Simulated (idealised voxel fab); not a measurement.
process module | voxel fin reveal
cross-section cut | 165 nm wide | cells 5 nm
A cross-section is a grid of square cells, given in bands from the top down. A band is one or more rows of cells.
Each band's line starts with the height of the band's top and of its bottom, in nm. Then come its materials from left to right, each with its width in nm. One material with "throughout" fills the band from edge to edge. "air" is empty space.
Height 0 is the level under which the wafer as received is all one material. The lowest band goes on downwards, as in "0 down".
A width such as "30 to 40" changes by the same amount from each row of cells to the next, from the band's top row to its bottom row.
"no change" after a step means that no cell of the cross-section changed.
closed voids: empty space of 8 cells or more with no open way to the top, each as width x height at its distance from the left edge, in nm
after a step's settings: what the simulator itself notes on the step
overlay nm, on a step with a mask: how far to the right of its planned place the mask lay; to the left if negative
plan
1 op RECEIVE | material Si
2 op CONFORMAL_DEP | material SiN | thk nm 10
3 op DIRECTIONAL_DEP | material aC | thk nm 10
4 op PATTERN | tone cover | mask id FINS | material resist | width nm 15 | pitch nm 40 | thk nm 25 | overlay nm 0
5 op DIRECTIONAL_ETCH | etch materials aC | depth nm 10
6 op STRIP | etch materials resist
7 op DIRECTIONAL_ETCH | etch materials SiN | depth nm 10
8 op DIRECTIONAL_ETCH | etch materials Si | depth nm 35
9 op STRIP | etch materials aC
10 op OXIDIZE | depth nm 5
11 op FILL_DEP | material SiO2 | thk nm 10
12 op CMP | height nm 10
13 op SELECTIVE_ETCH | etch materials SiO2 | depth nm 35
14 op STRIP | etch materials SiN
15 op CONFORMAL_DEP | material HfO2 | thk nm 5
first wafer, as planned
as received, after step 1
  0 down: Si throughout
  closed voids: none
after step 2
  10 to 0: SiN throughout
  below 0: unchanged
after step 3
  20 to 10: aC throughout
  below 10: unchanged
after step 4
  45 to 20: air 15 | resist 15 | air 25 | resist 15 | air 25 | resist 15 | air 25 | resist 15 | air 15
  below 20: unchanged
after step 5
  35 to 20: air 15 | resist 15 | air 25 | resist 15 | air 25 | resist 15 | air 25 | resist 15 | air 15
  20 to 10: air 15 | aC 15 | air 25 | aC 15 | air 25 | aC 15 | air 25 | aC 15 | air 15
  below 10: unchanged
after step 6
  20 to 10: air 15 | aC 15 | air 25 | aC 15 | air 25 | aC 15 | air 25 | aC 15 | air 15
  below 10: unchanged
after step 7
  20 to 10: air 15 | aC 15 | air 25 | aC 15 | air 25 | aC 15 | air 25 | aC 15 | air 15
  10 to 0: air 15 | SiN 15 | air 25 | SiN 15 | air 25 | SiN 15 | air 25 | SiN 15 | air 15
  below 0: unchanged
after step 8
  20 to 10: air 15 | aC 15 | air 25 | aC 15 | air 25 | aC 15 | air 25 | aC 15 | air 15
  10 to 0: air 15 | SiN 15 | air 25 | SiN 15 | air 25 | SiN 15 | air 25 | SiN 15 | air 15
  0 to -35: air 15 | Si 15 | air 25 | Si 15 | air 25 | Si 15 | air 25 | Si 15 | air 15
  below -35: unchanged
after step 9
  10 to 0: air 15 | SiN 15 | air 25 | SiN 15 | air 25 | SiN 15 | air 25 | SiN 15 | air 15
  below 0: unchanged
after step 10
  10 to 0: air 15 | SiN 15 | air 25 | SiN 15 | air 25 | SiN 15 | air 25 | SiN 15 | air 15
  0 to -35: air 15 | SiO2 5 | Si 5 | SiO2 5 | air 25 | SiO2 5 | Si 5 | SiO2 5 | air 25 | SiO2 5 | Si 5 | SiO2 5 | air 25 | SiO2 5 | Si 5 | SiO2 5 | air 15
  -35 to -40: SiO2 20 | Si 5 | SiO2 35 | Si 5 | SiO2 35 | Si 5 | SiO2 35 | Si 5 | SiO2 20
  below -40: unchanged
after step 11
  20 to 10: SiO2 throughout
  10 to 0: SiO2 15 | SiN 15 | SiO2 25 | SiN 15 | SiO2 25 | SiN 15 | SiO2 25 | SiN 15 | SiO2 15
  0 to -40: SiO2 20 | Si 5 | SiO2 35 | Si 5 | SiO2 35 | Si 5 | SiO2 35 | Si 5 | SiO2 20
  below -40: unchanged
after step 12
  10 to 0: SiO2 15 | SiN 15 | SiO2 25 | SiN 15 | SiO2 25 | SiN 15 | SiO2 25 | SiN 15 | SiO2 15
  below 0: unchanged
after step 13
  10 to 0: air 15 | SiN 15 | air 25 | SiN 15 | air 25 | SiN 15 | air 25 | SiN 15 | air 15
  0 to -25: air 20 | Si 5 | air 35 | Si 5 | air 35 | Si 5 | air 35 | Si 5 | air 20
  below -25: unchanged
after step 14
  0 to -25: air 20 | Si 5 | air 35 | Si 5 | air 35 | Si 5 | air 35 | Si 5 | air 20
  below -25: unchanged
after step 15
  5 to 0: air 15 | HfO2 15 | air 25 | HfO2 15 | air 25 | HfO2 15 | air 25 | HfO2 15 | air 15
  0 to -20: air 15 | HfO2 5 | Si 5 | HfO2 5 | air 25 | HfO2 5 | Si 5 | HfO2 5 | air 25 | HfO2 5 | Si 5 | HfO2 5 | air 25 | HfO2 5 | Si 5 | HfO2 5 | air 15
  -20 to -25: HfO2 20 | Si 5 | HfO2 35 | Si 5 | HfO2 35 | Si 5 | HfO2 35 | Si 5 | HfO2 20
  below -25: unchanged
second wafer: like start, like plan, one mistake. Through step 5 it matches the first wafer
when step 6 should have ended
  35 to 20: air 15 | resist 15 | air 25 | resist 15 | air 25 | resist 15 | air 25 | resist 15 | air 15
  20 to 10: air 15 | aC 15 | air 25 | aC 15 | air 25 | aC 15 | air 25 | aC 15 | air 15
  10 to 0: air 15 | SiN 15 | air 25 | SiN 15 | air 25 | SiN 15 | air 25 | SiN 15 | air 15
  below 0: unchanged
when step 7 should have ended
  20 to 10: air 15 | aC 15 | air 25 | aC 15 | air 25 | aC 15 | air 25 | aC 15 | air 15
  below 10: unchanged
when step 8 should have ended
  20 to 10: air 15 | aC 15 | air 25 | aC 15 | air 25 | aC 15 | air 25 | aC 15 | air 15
  10 to 0: air 15 | SiN 15 | air 25 | SiN 15 | air 25 | SiN 15 | air 25 | SiN 15 | air 15
  0 to -35: air 15 | Si 15 | air 25 | Si 15 | air 25 | Si 15 | air 25 | Si 15 | air 15
  below -35: unchanged
when step 9 should have ended
  10 to 0: air 15 | SiN 15 | air 25 | SiN 15 | air 25 | SiN 15 | air 25 | SiN 15 | air 15
  below 0: unchanged
when step 10 should have ended
  10 to 0: air 15 | SiN 15 | air 25 | SiN 15 | air 25 | SiN 15 | air 25 | SiN 15 | air 15
  0 to -35: air 15 | SiO2 5 | Si 5 | SiO2 5 | air 25 | SiO2 5 | Si 5 | SiO2 5 | air 25 | SiO2 5 | Si 5 | SiO2 5 | air 25 | SiO2 5 | Si 5 | SiO2 5 | air 15
  -35 to -40: SiO2 20 | Si 5 | SiO2 35 | Si 5 | SiO2 35 | Si 5 | SiO2 35 | Si 5 | SiO2 20
  below -40: unchanged
when step 11 should have ended
  20 to 10: SiO2 throughout
  10 to 0: SiO2 15 | SiN 15 | SiO2 25 | SiN 15 | SiO2 25 | SiN 15 | SiO2 25 | SiN 15 | SiO2 15
  0 to -40: SiO2 20 | Si 5 | SiO2 35 | Si 5 | SiO2 35 | Si 5 | SiO2 35 | Si 5 | SiO2 20
  below -40: unchanged
when step 12 should have ended
  10 to 0: SiO2 15 | SiN 15 | SiO2 25 | SiN 15 | SiO2 25 | SiN 15 | SiO2 25 | SiN 15 | SiO2 15
  below 0: unchanged
when step 13 should have ended
  10 to 0: air 15 | SiN 15 | air 25 | SiN 15 | air 25 | SiN 15 | air 25 | SiN 15 | air 15
  0 to -25: air 20 | Si 5 | air 35 | Si 5 | air 35 | Si 5 | air 35 | Si 5 | air 20
  below -25: unchanged
when step 14 should have ended
  0 to -25: air 20 | Si 5 | air 35 | Si 5 | air 35 | Si 5 | air 35 | Si 5 | air 20
  below -25: unchanged
when step 15 should have ended
  5 to 0: air 15 | HfO2 15 | air 25 | HfO2 15 | air 25 | HfO2 15 | air 25 | HfO2 15 | air 15
  0 to -20: air 15 | HfO2 5 | Si 5 | HfO2 5 | air 25 | HfO2 5 | Si 5 | HfO2 5 | air 25 | HfO2 5 | Si 5 | HfO2 5 | air 25 | HfO2 5 | Si 5 | HfO2 5 | air 15
  -20 to -25: HfO2 20 | Si 5 | HfO2 35 | Si 5 | HfO2 35 | Si 5 | HfO2 35 | Si 5 | HfO2 20
  below -25: unchanged
what went wrong: steps 6 and 7 were swapped
at the end the two cross-sections are the same: no effect in what this model computes
